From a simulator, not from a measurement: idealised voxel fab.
You're looking at the process module voxel transistor to metal.
cross-section cut | 195 nm wide | cells 5 nm
Think of the cross-section as a grid of square cells. We describe it in bands, top to bottom, and each band covers one or more rows of those cells.
The entry gives the band's vertical extent as a top height and a bottom height in nm, then its horizontal make-up as materials from left to right, each with a width in nm. "air" stands for empty space; a single material marked "edge to edge" fills the band edge to edge.
Heights are measured from 0, the level below which the as-received wafer is all one material; the lowest band has no bottom and continues downward, written as in "0 -> down".
When a width is written as two numbers, as in "30 to 40", the first number is the width in the top row of cells of the band and the second is the width in its bottom row, and the width changes by the same amount from each row to the next.
No cell of the cross-section changed in a step that is given as "nothing was modified".
Each empty space that has no open way to the top and spans at least 8 cells appears under "Entrapped voids" as width x height at distance, the distance counted from the left edge, all in nm.
It should be noted that, on the line of a given step, the content following the step's settings is a remark produced by the simulator itself with respect to that step.
overlay nm: on a step with a mask, how far right of its planned place the mask lay; negative means left.
Every pair from here on: before one process step, after it. The after cross-section reaches only to the lowest band that changed. Below the pair: the step in between and its settings. Pairs can belong to different runs of this module on the same starting wafer; a pair carries on from the pair above only if the entry headed "Before the step" says so.

BEFORE THE STEP
    40 -> 35 = air: 70  SiN: 10  air: 5  SiCN: 25  air: 5  SiN: 10  air: 70
    35 -> 25 = air: 70  SiN: 10  SiO2: 5  SiCN: 25  SiO2: 5  SiN: 10  air: 70
    25 -> 0 = air: 70  SiN: 10  SiO2: 5  polySi: 25  SiO2: 5  SiN: 10  air: 70
    0 -> -5 = air: 70  SiO2: 55  air: 70
    -5 -> -25 = SiO2: 30  Si: 115  SiO2: 50
    -25 -> down = Si edge to edge
    Entrapped voids: none

POST-STEP APPEARANCE
    40 -> 35 = air: 70  SiN: 10  air: 5  SiCN: 25  air: 5  SiN: 10  air: 70
    35 -> 25 = air: 70  SiN: 10  SiO2: 5  SiCN: 25  SiO2: 5  SiN: 10  air: 70
    25 -> 0 = air: 70  SiN: 10  SiO2: 5  polySi: 25  SiO2: 5  SiN: 10  air: 70
    0 -> -5 = air: 70  SiO2: 55  air: 70
    -5 -> -10 = SiO2: 30  air: 40  Si: 55  air: 20  SiO2: 50
    Below -10 it's all the same as before, nothing changed down there.
    Entrapped voids: none
The process step bridging the two cross-sections above: DIRECTIONAL_ETCH with etch materials Si, depth nm 5

Before the step: no separate figure, the pair right above already shows it after its step.

POST-STEP APPEARANCE
    40 -> 35 = air: 70  SiN: 10  air: 5  SiCN: 25  air: 5  SiN: 10  air: 70
    35 -> 25 = air: 70  SiN: 10  SiO2: 5  SiCN: 25  SiO2: 5  SiN: 10  air: 70
    25 -> 5 = air: 70  SiN: 10  SiO2: 5  polySi: 25  SiO2: 5  SiN: 10  air: 70
    5 -> 0 = air: 60  SiGe: 10  SiN: 10  SiO2: 5  polySi: 25  SiO2: 5  SiN: 10  SiGe: 10  air: 60
    0 -> -5 = air: 25  SiGe: 45  SiO2: 55  SiGe: 25  air: 45
    -5 -> -10 = SiO2: 30  SiGe: 40  Si: 55  SiGe: 20  SiO2: 50
    Below -10 it's all the same as before, nothing changed down there.
    Entrapped voids: none
The process step bridging the two cross-sections above: EPI with material SiGe, thk nm 10

Before the step: no separate figure, the pair right above already shows it after its step.

POST-STEP APPEARANCE
    45 -> 40 = SiO2 edge to edge
    40 -> 25 = SiO2: 70  SiN: 10  SiO2: 5  SiCN: 25  SiO2: 5  SiN: 10  SiO2: 70
    25 -> 5 = SiO2: 70  SiN: 10  SiO2: 5  polySi: 25  SiO2: 5  SiN: 10  SiO2: 70
    5 -> 0 = SiO2: 60  SiGe: 10  SiN: 10  SiO2: 5  polySi: 25  SiO2: 5  SiN: 10  SiGe: 10  SiO2: 60
    0 -> -5 = SiO2: 25  SiGe: 45  SiO2: 55  SiGe: 25  SiO2: 45
    Below -5 it's all the same as before, nothing changed down there.
    Entrapped voids: none
The process step bridging the two cross-sections above: FILL_DEP with material SiO2, thk nm 5

Before the step: no separate figure, the pair right above already shows it after its step.

POST-STEP APPEARANCE
    25 -> 5 = SiO2: 70  SiN: 10  SiO2: 5  polySi: 25  SiO2: 5  SiN: 10  SiO2: 70
    Below 5 it's all the same as before, nothing changed down there.
    Entrapped voids: none
The process step bridging the two cross-sections above: CMP with height nm 25

Before the step: no separate figure, the pair right above already shows it after its step.

POST-STEP APPEARANCE
    25 -> 5 = SiO2: 70  SiN: 10  SiO2: 5  air: 25  SiO2: 5  SiN: 10  SiO2: 70
    5 -> 0 = SiO2: 60  SiGe: 10  SiN: 10  SiO2: 5  air: 25  SiO2: 5  SiN: 10  SiGe: 10  SiO2: 60
    Below 0 it's all the same as before, nothing changed down there.
    Entrapped voids: none
The process step bridging the two cross-sections above: STRIP with etch materials polySi

Before the step: no separate figure, the pair right above already shows it after its step.

POST-STEP APPEARANCE
    25 -> 20 = air: 70  SiN: 10  air: 35  SiN: 10  air: 70
    20 -> 5 = SiO2: 70  SiN: 10  air: 35  SiN: 10  SiO2: 70
    5 -> 0 = SiO2: 60  SiGe: 10  SiN: 10  air: 35  SiN: 10  SiGe: 10  SiO2: 60
    0 -> -5 = SiO2: 25  SiGe: 45  SiO2: 10  air: 35  SiO2: 10  SiGe: 25  SiO2: 45
    Below -5 it's all the same as before, nothing changed down there.
    Entrapped voids: none
The process step bridging the two cross-sections above: SELECTIVE_ETCH with etch materials SiO2, depth nm 5

Before the step: no separate figure, the pair right above already shows it after its step.

POST-STEP APPEARANCE
    30 -> 25 = air: 65  HfO2: 20  air: 25  HfO2: 20  air: 65
    25 -> 20 = HfO2: 70  SiN: 10  HfO2: 5  air: 25  HfO2: 5  SiN: 10  HfO2: 70
    20 -> 5 = SiO2: 70  SiN: 10  HfO2: 5  air: 25  HfO2: 5  SiN: 10  SiO2: 70
    5 -> 0 = SiO2: 60  SiGe: 10  SiN: 10  HfO2: 5  air: 25  HfO2: 5  SiN: 10  SiGe: 10  SiO2: 60
    0 -> -5 = SiO2: 25  SiGe: 45  SiO2: 10  HfO2: 35  SiO2: 10  SiGe: 25  SiO2: 45
    Below -5 it's all the same as before, nothing changed down there.
    Entrapped voids: none
The process step bridging the two cross-sections above: CONFORMAL_DEP with material HfO2, thk nm 5

Before the step: no separate figure, the pair right above already shows it after its step.

POST-STEP APPEARANCE
    35 -> 30 = air: 60  TiN: 30  air: 15  TiN: 30  air: 60
    30 -> 25 = TiN: 65  HfO2: 20  TiN: 5  air: 15  TiN: 5  HfO2: 20  TiN: 65
    25 -> 20 = HfO2: 70  SiN: 10  HfO2: 5  TiN: 5  air: 15  TiN: 5  HfO2: 5  SiN: 10  HfO2: 70
    20 -> 5 = SiO2: 70  SiN: 10  HfO2: 5  TiN: 5  air: 15  TiN: 5  HfO2: 5  SiN: 10  SiO2: 70
    5 -> 0 = SiO2: 60  SiGe: 10  SiN: 10  HfO2: 5  TiN: 25  HfO2: 5  SiN: 10  SiGe: 10  SiO2: 60
    Below 0 it's all the same as before, nothing changed down there.
    Entrapped voids: none
The process step bridging the two cross-sections above: CONFORMAL_DEP with material TiN, thk nm 5

Before the step: no separate figure, the pair right above already shows it after its step.

POST-STEP APPEARANCE
    40 -> 35 = W edge to edge
    35 -> 30 = W: 60  TiN: 30  W: 15  TiN: 30  W: 60
    30 -> 25 = TiN: 65  HfO2: 20  TiN: 5  W: 15  TiN: 5  HfO2: 20  TiN: 65
    25 -> 20 = HfO2: 70  SiN: 10  HfO2: 5  TiN: 5  W: 15  TiN: 5  HfO2: 5  SiN: 10  HfO2: 70
    20 -> 5 = SiO2: 70  SiN: 10  HfO2: 5  TiN: 5  W: 15  TiN: 5  HfO2: 5  SiN: 10  SiO2: 70
    Below 5 it's all the same as before, nothing changed down there.
    Entrapped voids: none
The process step bridging the two cross-sections above: FILL_DEP with material W, thk nm 5

Before the step: no separate figure, the pair right above already shows it after its step.

POST-STEP APPEARANCE
    20 -> 5 = SiO2: 70  SiN: 10  HfO2: 5  TiN: 5  W: 15  TiN: 5  HfO2: 5  SiN: 10  SiO2: 70
    Below 5 it's all the same as before, nothing changed down there.
    Entrapped voids: none
The process step bridging the two cross-sections above: CMP with height nm 20

Before the step: no separate figure, the pair right above already shows it after its step.

POST-STEP APPEARANCE
    30 -> 20 = SiO2 edge to edge
    Below 20 it's all the same as before, nothing changed down there.
    Entrapped voids: none
The process step bridging the two cross-sections above: DIRECTIONAL_DEP with material SiO2, thk nm 10

Before the step: no separate figure, the pair right above already shows it after its step.

POST-STEP APPEARANCE
    30 -> 20 = SiO2: 50  air: 20  SiO2: 55  air: 20  SiO2: 50
    20 -> 5 = SiO2: 50  air: 20  SiN: 10  HfO2: 5  TiN: 5  W: 15  TiN: 5  HfO2: 5  SiN: 10  air: 20  SiO2: 50
    5 -> 0 = SiO2: 50  air: 10  SiGe: 10  SiN: 10  HfO2: 5  TiN: 25  HfO2: 5  SiN: 10  SiGe: 10  air: 10  SiO2: 50
    Below 0 it's all the same as before, nothing changed down there.
    Entrapped voids: none
The process step bridging the two cross-sections above: MASKED_ETCH with tone open, mask id CONTACT, width nm 20, pitch nm 75, etch materials SiO2, depth nm 30, overlay nm 0

Before the step: no separate figure, the pair right above already shows it after its step.

POST-STEP APPEARANCE
    35 -> 30 = TiN: 55  air: 10  TiN: 65  air: 10  TiN: 55
    30 -> 20 = SiO2: 50  TiN: 5  air: 10  TiN: 5  SiO2: 55  TiN: 5  air: 10  TiN: 5  SiO2: 50
    20 -> 10 = SiO2: 50  TiN: 5  air: 10  TiN: 5  SiN: 10  HfO2: 5  TiN: 5  W: 15  TiN: 5  HfO2: 5  SiN: 10  TiN: 5  air: 10  TiN: 5  SiO2: 50
    10 -> 5 = SiO2: 50  TiN: 20  SiN: 10  HfO2: 5  TiN: 5  W: 15  TiN: 5  HfO2: 5  SiN: 10  TiN: 20  SiO2: 50
    5 -> 0 = SiO2: 50  TiN: 10  SiGe: 10  SiN: 10  HfO2: 5  TiN: 25  HfO2: 5  SiN: 10  SiGe: 10  TiN: 10  SiO2: 50
    Below 0 it's all the same as before, nothing changed down there.
    Entrapped voids: none
The process step bridging the two cross-sections above: CONFORMAL_DEP with material TiN, thk nm 5

Before the step: no separate figure, the pair right above already shows it after its step.

POST-STEP APPEARANCE
    40 -> 35 = W edge to edge
    35 -> 30 = TiN: 55  W: 10  TiN: 65  W: 10  TiN: 55
    30 -> 20 = SiO2: 50  TiN: 5  W: 10  TiN: 5  SiO2: 55  TiN: 5  W: 10  TiN: 5  SiO2: 50
    20 -> 10 = SiO2: 50  TiN: 5  W: 10  TiN: 5  SiN: 10  HfO2: 5  TiN: 5  W: 15  TiN: 5  HfO2: 5  SiN: 10  TiN: 5  W: 10  TiN: 5  SiO2: 50
    Below 10 it's all the same as before, nothing changed down there.
    Entrapped voids: none
The process step bridging the two cross-sections above: FILL_DEP with material W, thk nm 5

Before the step: no separate figure, the pair right above already shows it after its step.

POST-STEP APPEARANCE
    30 -> 20 = SiO2: 50  TiN: 5  W: 10  TiN: 5  SiO2: 55  TiN: 5  W: 10  TiN: 5  SiO2: 50
    Below 20 it's all the same as before, nothing changed down there.
    Entrapped voids: none
The process step bridging the two cross-sections above: CMP with height nm 30

Before the step: no separate figure, the pair right above already shows it after its step.

POST-STEP APPEARANCE
    35 -> 30 = SiCN edge to edge
    Below 30 it's all the same as before, nothing changed down there.
    Entrapped voids: none
The process step bridging the two cross-sections above: CONFORMAL_DEP with material SiCN, thk nm 5

Before the step: no separate figure, the pair right above already shows it after its step.

POST-STEP APPEARANCE
    50 -> 35 = SiO2 edge to edge
    Below 35 it's all the same as before, nothing changed down there.
    Entrapped voids: none
The process step bridging the two cross-sections above: DIRECTIONAL_DEP with material SiO2, thk nm 15

Before the step: no separate figure, the pair right above already shows it after its step.

POST-STEP APPEARANCE
    65 -> 50 = aC edge to edge
    Below 50 it's all the same as before, nothing changed down there.
    Entrapped voids: none
The process step bridging the two cross-sections above: DIRECTIONAL_DEP with material aC, thk nm 15

Before the step: no separate figure, the pair right above already shows it after its step.

POST-STEP APPEARANCE
    95 -> 65 = resist: 50  air: 20  resist: 55  air: 20  resist: 50
    Below 65 it's all the same as before, nothing changed down there.
    Entrapped voids: none
The process step bridging the two cross-sections above: PATTERN with tone open, mask id METAL_1, material resist, width nm 20, pitch nm 75, thk nm 30, overlay nm 0

Before the step: no separate figure, the pair right above already shows it after its step.

POST-STEP APPEARANCE
    80 -> 65 = resist: 50  air: 20  resist: 55  air: 20  resist: 50
    65 -> 50 = aC: 50  air: 20  aC: 55  air: 20  aC: 50
    Below 50 it's all the same as before, nothing changed down there.
    Entrapped voids: none
The process step bridging the two cross-sections above: DIRECTIONAL_ETCH with etch materials aC, depth nm 15

Before the step: no separate figure, the pair right above already shows it after its step.

POST-STEP APPEARANCE
    65 -> 50 = aC: 50  air: 20  aC: 55  air: 20  aC: 50
    Below 50 it's all the same as before, nothing changed down there.
    Entrapped voids: none
The process step bridging the two cross-sections above: STRIP with etch materials resist

Before the step: no separate figure, the pair right above already shows it after its step.

POST-STEP APPEARANCE
    65 -> 50 = aC: 50  air: 20  aC: 55  air: 20  aC: 50
    50 -> 35 = SiO2: 50  air: 20  SiO2: 55  air: 20  SiO2: 50
    Below 35 it's all the same as before, nothing changed down there.
    Entrapped voids: none
The process step bridging the two cross-sections above: DIRECTIONAL_ETCH with etch materials SiO2, depth nm 15

Before the step: no separate figure, the pair right above already shows it after its step.

POST-STEP APPEARANCE
    65 -> 50 = aC: 50  air: 20  aC: 55  air: 20  aC: 50
    50 -> 35 = SiO2: 50  air: 20  SiO2: 55  air: 20  SiO2: 50
    35 -> 30 = SiCN: 50  air: 20  SiCN: 55  air: 20  SiCN: 50
    Below 30 it's all the same as before, nothing changed down there.
    Entrapped voids: none
The process step bridging the two cross-sections above: DIRECTIONAL_ETCH with etch materials SiCN, depth nm 5

Before the step: no separate figure, the pair right above already shows it after its step.

POST-STEP APPEARANCE
    50 -> 35 = SiO2: 50  air: 20  SiO2: 55  air: 20  SiO2: 50
    Below 35 it's all the same as before, nothing changed down there.
    Entrapped voids: none
The process step bridging the two cross-sections above: STRIP with etch materials aC

Before the step: no separate figure, the pair right above already shows it after its step.

POST-STEP APPEARANCE
    55 -> 50 = TiN: 55  air: 10  TiN: 65  air: 10  TiN: 55
    50 -> 35 = SiO2: 50  TiN: 5  air: 10  TiN: 5  SiO2: 55  TiN: 5  air: 10  TiN: 5  SiO2: 50
    35 -> 30 = SiCN: 50  TiN: 20  SiCN: 55  TiN: 20  SiCN: 50
    Below 30 it's all the same as before, nothing changed down there.
    Entrapped voids: none
The process step bridging the two cross-sections above: CONFORMAL_DEP with material TiN, thk nm 5

Before the step: no separate figure, the pair right above already shows it after its step.

POST-STEP APPEARANCE
    60 -> 55 = Ru edge to edge
    55 -> 50 = TiN: 55  Ru: 10  TiN: 65  Ru: 10  TiN: 55
    50 -> 35 = SiO2: 50  TiN: 5  Ru: 10  TiN: 5  SiO2: 55  TiN: 5  Ru: 10  TiN: 5  SiO2: 50
    Below 35 it's all the same as before, nothing changed down there.
    Entrapped voids: none
The process step bridging the two cross-sections above: FILL_DEP with material Ru, thk nm 5

Before the step: no separate figure, the pair right above already shows it after its step.

POST-STEP APPEARANCE
    50 -> 35 = SiO2: 50  TiN: 5  Ru: 10  TiN: 5  SiO2: 55  TiN: 5  Ru: 10  TiN: 5  SiO2: 50
    Below 35 it's all the same as before, nothing changed down there.
    Entrapped voids: none
The process step bridging the two cross-sections above: CMP with height nm 50

Before the step: no separate figure, the pair right above already shows it after its step.

POST-STEP APPEARANCE
    55 -> 50 = SiN edge to edge
    Below 50 it's all the same as before, nothing changed down there.
    Entrapped voids: none
The process step bridging the two cross-sections above: CONFORMAL_DEP with material SiN, thk nm 5

BEFORE THE STEP
    65 -> 50 = aC: 50  air: 20  aC: 55  air: 20  aC: 50
    50 -> 35 = SiO2: 50  air: 20  SiO2: 55  air: 20  SiO2: 50
    35 -> 30 = SiCN: 50  air: 20  SiCN: 55  air: 20  SiCN: 50
    30 -> 20 = SiO2: 50  TiN: 5  W: 10  TiN: 5  SiO2: 55  TiN: 5  W: 10  TiN: 5  SiO2: 50
    20 -> 10 = SiO2: 50  TiN: 5  W: 10  TiN: 5  SiN: 10  HfO2: 5  TiN: 5  W: 15  TiN: 5  HfO2: 5  SiN: 10  TiN: 5  W: 10  TiN: 5  SiO2: 50
    10 -> 5 = SiO2: 50  TiN: 20  SiN: 10  HfO2: 5  TiN: 5  W: 15  TiN: 5  HfO2: 5  SiN: 10  TiN: 20  SiO2: 50
    5 -> 0 = SiO2: 50  TiN: 10  SiGe: 10  SiN: 10  HfO2: 5  TiN: 25  HfO2: 5  SiN: 10  SiGe: 10  TiN: 10  SiO2: 50
    0 -> -5 = SiO2: 35  SiGe: 35  SiO2: 10  HfO2: 35  SiO2: 10  SiGe: 35  SiO2: 35
    -5 -> -10 = SiO2: 40  SiGe: 30  Si: 55  SiGe: 30  SiO2: 40
    -10 -> -25 = SiO2: 40  Si: 115  SiO2: 40
    -25 -> down = Si edge to edge
    Entrapped voids: none

POST-STEP APPEARANCE
    65 -> 50 = aC: 50  air: 20  aC: 55  air: 20  aC: 50
    50 -> 35 = SiO2: 50  air: 20  SiO2: 55  air: 20  SiO2: 50
    35 -> 30 = SiCN: 50  air: 20  SiCN: 55  air: 20  SiCN: 50
    30 -> 20 = SiO2: 50  air: 20  SiO2: 55  air: 20  SiO2: 50
    20 -> 5 = SiO2: 50  air: 20  SiN: 10  HfO2: 5  TiN: 5  W: 15  TiN: 5  HfO2: 5  SiN: 10  air: 20  SiO2: 50
    5 -> 0 = SiO2: 50  air: 10  SiGe: 10  SiN: 10  HfO2: 5  TiN: 25  HfO2: 5  SiN: 10  SiGe: 10  air: 10  SiO2: 50
    Below 0 it's all the same as before, nothing changed down there.
    Entrapped voids: none
The process step bridging the two cross-sections above: STRIP with etch materials TiN

Before the step: no separate figure, the pair right above already shows it after its step.

POST-STEP APPEARANCE
    70 -> 65 = TiN: 55  air: 10  TiN: 65  air: 10  TiN: 55
    65 -> 50 = aC: 50  TiN: 5  air: 10  TiN: 5  aC: 55  TiN: 5  air: 10  TiN: 5  aC: 50
    50 -> 35 = SiO2: 50  TiN: 5  air: 10  TiN: 5  SiO2: 55  TiN: 5  air: 10  TiN: 5  SiO2: 50
    35 -> 30 = SiCN: 50  TiN: 5  air: 10  TiN: 5  SiCN: 55  TiN: 5  air: 10  TiN: 5  SiCN: 50
    30 -> 20 = SiO2: 50  TiN: 5  air: 10  TiN: 5  SiO2: 55  TiN: 5  air: 10  TiN: 5  SiO2: 50
    20 -> 10 = SiO2: 50  TiN: 5  air: 10  TiN: 5  SiN: 10  HfO2: 5  TiN: 5  W: 15  TiN: 5  HfO2: 5  SiN: 10  TiN: 5  air: 10  TiN: 5  SiO2: 50
    10 -> 5 = SiO2: 50  TiN: 20  SiN: 10  HfO2: 5  TiN: 5  W: 15  TiN: 5  HfO2: 5  SiN: 10  TiN: 20  SiO2: 50
    5 -> 0 = SiO2: 50  TiN: 10  SiGe: 10  SiN: 10  HfO2: 5  TiN: 25  HfO2: 5  SiN: 10  SiGe: 10  TiN: 10  SiO2: 50
    Below 0 it's all the same as before, nothing changed down there.
    Entrapped voids: none
The process step bridging the two cross-sections above: CONFORMAL_DEP with material TiN, thk nm 5

Before the step: no separate figure, the pair right above already shows it after its step.

POST-STEP APPEARANCE
    75 -> 70 = Ru edge to edge
    70 -> 65 = TiN: 55  Ru: 10  TiN: 65  Ru: 10  TiN: 55
    65 -> 50 = aC: 50  TiN: 5  Ru: 10  TiN: 5  aC: 55  TiN: 5  Ru: 10  TiN: 5  aC: 50
    50 -> 35 = SiO2: 50  TiN: 5  Ru: 10  TiN: 5  SiO2: 55  TiN: 5  Ru: 10  TiN: 5  SiO2: 50
    35 -> 30 = SiCN: 50  TiN: 5  Ru: 10  TiN: 5  SiCN: 55  TiN: 5  Ru: 10  TiN: 5  SiCN: 50
    30 -> 20 = SiO2: 50  TiN: 5  Ru: 10  TiN: 5  SiO2: 55  TiN: 5  Ru: 10  TiN: 5  SiO2: 50
    20 -> 10 = SiO2: 50  TiN: 5  Ru: 10  TiN: 5  SiN: 10  HfO2: 5  TiN: 5  W: 15  TiN: 5  HfO2: 5  SiN: 10  TiN: 5  Ru: 10  TiN: 5  SiO2: 50
    Below 10 it's all the same as before, nothing changed down there.
    Entrapped voids: none
The process step bridging the two cross-sections above: FILL_DEP with material Ru, thk nm 5

Before the step: no separate figure, the pair right above already shows it after its step.

POST-STEP APPEARANCE
    50 -> 35 = SiO2: 50  TiN: 5  Ru: 10  TiN: 5  SiO2: 55  TiN: 5  Ru: 10  TiN: 5  SiO2: 50
    Below 35 it's all the same as before, nothing changed down there.
    Entrapped voids: none
The process step bridging the two cross-sections above: CMP with height nm 50

Before the step: no separate figure, the pair right above already shows it after its step.

POST-STEP APPEARANCE
    55 -> 50 = SiN edge to edge
    Below 50 it's all the same as before, nothing changed down there.
    Entrapped voids: none
The process step bridging the two cross-sections above: CONFORMAL_DEP with material SiN, thk nm 5

BEFORE THE STEP
    25 -> 15 = aC edge to edge
    15 -> 5 = SiN edge to edge
    5 -> 0 = SiO2 edge to edge
    0 -> down = Si edge to edge
    Entrapped voids: none

POST-STEP APPEARANCE
    50 -> 25 = resist: 40  air: 115  resist: 40
    Below 25 it's all the same as before, nothing changed down there.
    Entrapped voids: none
The process step bridging the two cross-sections above: PATTERN with tone open, mask id ACTIVE, material resist, width nm 115, thk nm 25, overlay nm 0

Before the step: no separate figure, the pair right above already shows it after its step.

POST-STEP APPEARANCE
    40 -> 25 = resist: 40  air: 115  resist: 40
    25 -> 15 = aC: 40  air: 115  aC: 40
    Below 15 it's all the same as before, nothing changed down there.
    Entrapped voids: none
The process step bridging the two cross-sections above: DIRECTIONAL_ETCH with etch materials aC, depth nm 10

Before the step: no separate figure, the pair right above already shows it after its step.

POST-STEP APPEARANCE
    25 -> 15 = aC: 40  air: 115  aC: 40
    Below 15 it's all the same as before, nothing changed down there.
    Entrapped voids: none
The process step bridging the two cross-sections above: STRIP with etch materials resist

Before the step: no separate figure, the pair right above already shows it after its step.

POST-STEP APPEARANCE
    25 -> 15 = aC: 40  air: 115  aC: 40
    15 -> 5 = SiN: 40  air: 115  SiN: 40
    Below 5 it's all the same as before, nothing changed down there.
    Entrapped voids: none
The process step bridging the two cross-sections above: DIRECTIONAL_ETCH with etch materials SiN, depth nm 10

Before the step: no separate figure, the pair right above already shows it after its step.

POST-STEP APPEARANCE
    25 -> 15 = aC: 40  air: 115  aC: 40
    15 -> 5 = SiN: 40  air: 115  SiN: 40
    5 -> 0 = SiO2: 40  air: 115  SiO2: 40
    Below 0 it's all the same as before, nothing changed down there.
    Entrapped voids: none
The process step bridging the two cross-sections above: DIRECTIONAL_ETCH with etch materials SiO2, depth nm 5

Before the step: no separate figure, the pair right above already shows it after its step.

POST-STEP APPEARANCE
    25 -> 15 = aC: 40  air: 115  aC: 40
    15 -> 5 = SiN: 40  air: 115  SiN: 40
    5 -> 0 = SiO2: 40  air: 115  SiO2: 40
    0 -> -25 = Si: 40  air: 115  Si: 40
    Below -25 it's all the same as before, nothing changed down there.
    Entrapped voids: none
The process step bridging the two cross-sections above: DIRECTIONAL_ETCH with etch materials Si, depth nm 25

Before the step: no separate figure, the pair right above already shows it after its step.

POST-STEP APPEARANCE
    15 -> 5 = SiN: 40  air: 115  SiN: 40
    Below 5 it's all the same as before, nothing changed down there.
    Entrapped voids: none
The process step bridging the two cross-sections above: STRIP with etch materials aC

Before the step: no separate figure, the pair right above already shows it after its step.

POST-STEP APPEARANCE
    20 -> 15 = SiO2 edge to edge
    15 -> 5 = SiN: 40  SiO2: 115  SiN: 40
    5 -> 0 = SiO2 edge to edge
    0 -> -25 = Si: 40  SiO2: 115  Si: 40
    Below -25 it's all the same as before, nothing changed down there.
    Entrapped voids: none
The process step bridging the two cross-sections above: FILL_DEP with material SiO2, thk nm 5

Before the step: no separate figure, the pair right above already shows it after its step.

POST-STEP APPEARANCE
    15 -> 5 = SiN: 40  SiO2: 115  SiN: 40
    Below 5 it's all the same as before, nothing changed down there.
    Entrapped voids: none
The process step bridging the two cross-sections above: CMP with height nm 15

Before the step: no separate figure, the pair right above already shows it after its step.

POST-STEP APPEARANCE
    15 -> 5 = SiN: 40  air: 115  SiN: 40
    Below 5 it's all the same as before, nothing changed down there.
    Entrapped voids: none
The process step bridging the two cross-sections above: SELECTIVE_ETCH with etch materials SiO2, depth nm 10

Before the step: no separate figure, the pair right above already shows it after its step.

POST-STEP APPEARANCE
    5 -> 0 = SiO2 edge to edge
    Below 0 it's all the same as before, nothing changed down there.
    Entrapped voids: none
The process step bridging the two cross-sections above: STRIP with etch materials SiN

Before the step: no separate figure, the pair right above already shows it after its step.

POST-STEP APPEARANCE
    0 -> -25 = Si: 40  SiO2: 115  Si: 40
    Below -25 it's all the same as before, nothing changed down there.
    Entrapped voids: none
The process step bridging the two cross-sections above: SELECTIVE_ETCH with etch materials SiO2, depth nm 5

Before the step: no separate figure, the pair right above already shows it after its step.

POST-STEP APPEARANCE
    0 -> -5 = SiO2 edge to edge
    Below -5 it's all the same as before, nothing changed down there.
    Entrapped voids: none
The process step bridging the two cross-sections above: OXIDIZE with depth nm 5

Before the step: no separate figure, the pair right above already shows it after its step.

POST-STEP APPEARANCE
    25 -> 0 = polySi edge to edge
    Below 0 it's all the same as before, nothing changed down there.
    Entrapped voids: none
The process step bridging the two cross-sections above: DIRECTIONAL_DEP with material polySi, thk nm 25

Before the step: no separate figure, the pair right above already shows it after its step.

POST-STEP APPEARANCE
    40 -> 25 = SiCN edge to edge
    Below 25 it's all the same as before, nothing changed down there.
    Entrapped voids: none
The process step bridging the two cross-sections above: DIRECTIONAL_DEP with material SiCN, thk nm 15

Before the step: no separate figure, the pair right above already shows it after its step.

POST-STEP APPEARANCE
    40 -> 25 = air: 85  SiCN: 25  air: 85
    Below 25 it's all the same as before, nothing changed down there.
    Entrapped voids: none
The process step bridging the two cross-sections above: MASKED_ETCH with tone cover, mask id GATE, width nm 25, etch materials SiCN, depth nm 25, overlay nm 0

Before the step: no separate figure, the pair right above already shows it after its step.

POST-STEP APPEARANCE
    40 -> 25 = air: 85  SiCN: 25  air: 85
    25 -> 0 = air: 85  polySi: 25  air: 85
    Below 0 it's all the same as before, nothing changed down there.
    Entrapped voids: none
The process step bridging the two cross-sections above: MASKED_ETCH with tone cover, mask id GATE, width nm 25, etch materials polySi, depth nm 35, overlay nm 0

Before the step: no separate figure, the pair right above already shows it after its step.

POST-STEP APPEARANCE
    45 -> 40 = air: 80  SiO2: 35  air: 80
    40 -> 25 = air: 80  SiO2: 5  SiCN: 25  SiO2: 5  air: 80
    25 -> 5 = air: 80  SiO2: 5  polySi: 25  SiO2: 5  air: 80
    5 -> 0 = SiO2: 85  polySi: 25  SiO2: 85
    Below 0 it's all the same as before, nothing changed down there.
    Entrapped voids: none
The process step bridging the two cross-sections above: CONFORMAL_DEP with material SiO2, thk nm 5

Before the step: no separate figure, the pair right above already shows it after its step.

POST-STEP APPEARANCE
    40 -> 25 = air: 80  SiO2: 5  SiCN: 25  SiO2: 5  air: 80
    25 -> 0 = air: 80  SiO2: 5  polySi: 25  SiO2: 5  air: 80
    Below 0 it's all the same as before, nothing changed down there.
    Entrapped voids: none
The process step bridging the two cross-sections above: DIRECTIONAL_ETCH with etch materials SiO2, depth nm 5

Before the step: no separate figure, the pair right above already shows it after its step.

POST-STEP APPEARANCE
    50 -> 40 = air: 70  SiN: 55  air: 70
    40 -> 25 = air: 70  SiN: 10  SiO2: 5  SiCN: 25  SiO2: 5  SiN: 10  air: 70
    25 -> 10 = air: 70  SiN: 10  SiO2: 5  polySi: 25  SiO2: 5  SiN: 10  air: 70
    10 -> 0 = SiN: 80  SiO2: 5  polySi: 25  SiO2: 5  SiN: 80
    Below 0 it's all the same as before, nothing changed down there.
    Entrapped voids: none
The process step bridging the two cross-sections above: CONFORMAL_DEP with material SiN, thk nm 10

Before the step: no separate figure, the pair right above already shows it after its step.

POST-STEP APPEARANCE
    40 -> 25 = air: 70  SiN: 10  SiO2: 5  SiCN: 25  SiO2: 5  SiN: 10  air: 70
    25 -> 0 = air: 70  SiN: 10  SiO2: 5  polySi: 25  SiO2: 5  SiN: 10  air: 70
    Below 0 it's all the same as before, nothing changed down there.
    Entrapped voids: none
The process step bridging the two cross-sections above: DIRECTIONAL_ETCH with etch materials SiN, depth nm 10

Before the step: no separate figure, the pair right above already shows it after its step.

POST-STEP APPEARANCE
    40 -> 35 = air: 70  SiN: 10  air: 5  SiCN: 25  air: 5  SiN: 10  air: 70
    35 -> 25 = air: 70  SiN: 10  SiO2: 5  SiCN: 25  SiO2: 5  SiN: 10  air: 70
    25 -> 0 = air: 70  SiN: 10  SiO2: 5  polySi: 25  SiO2: 5  SiN: 10  air: 70
    0 -> -5 = air: 70  SiO2: 55  air: 70
    Below -5 it's all the same as before, nothing changed down there.
    Entrapped voids: none
The process step bridging the two cross-sections above: DIRECTIONAL_ETCH with etch materials SiO2, depth nm 5

Before the step: no separate figure, the pair right above already shows it after its step.

POST-STEP APPEARANCE
    40 -> 35 = air: 70  SiN: 10  air: 5  SiCN: 25  air: 5  SiN: 10  air: 70
    35 -> 25 = air: 70  SiN: 10  SiO2: 5  SiCN: 25  SiO2: 5  SiN: 10  air: 70
    25 -> 0 = air: 70  SiN: 10  SiO2: 5  polySi: 25  SiO2: 5  SiN: 10  air: 70
    0 -> -10 = air: 70 to 40  SiO2: 55 to 115  air: 70 to 40
    Below -10 it's all the same as before, nothing changed down there.
    Entrapped voids: none
The process step bridging the two cross-sections above: DIRECTIONAL_ETCH with etch materials Si, depth nm 5
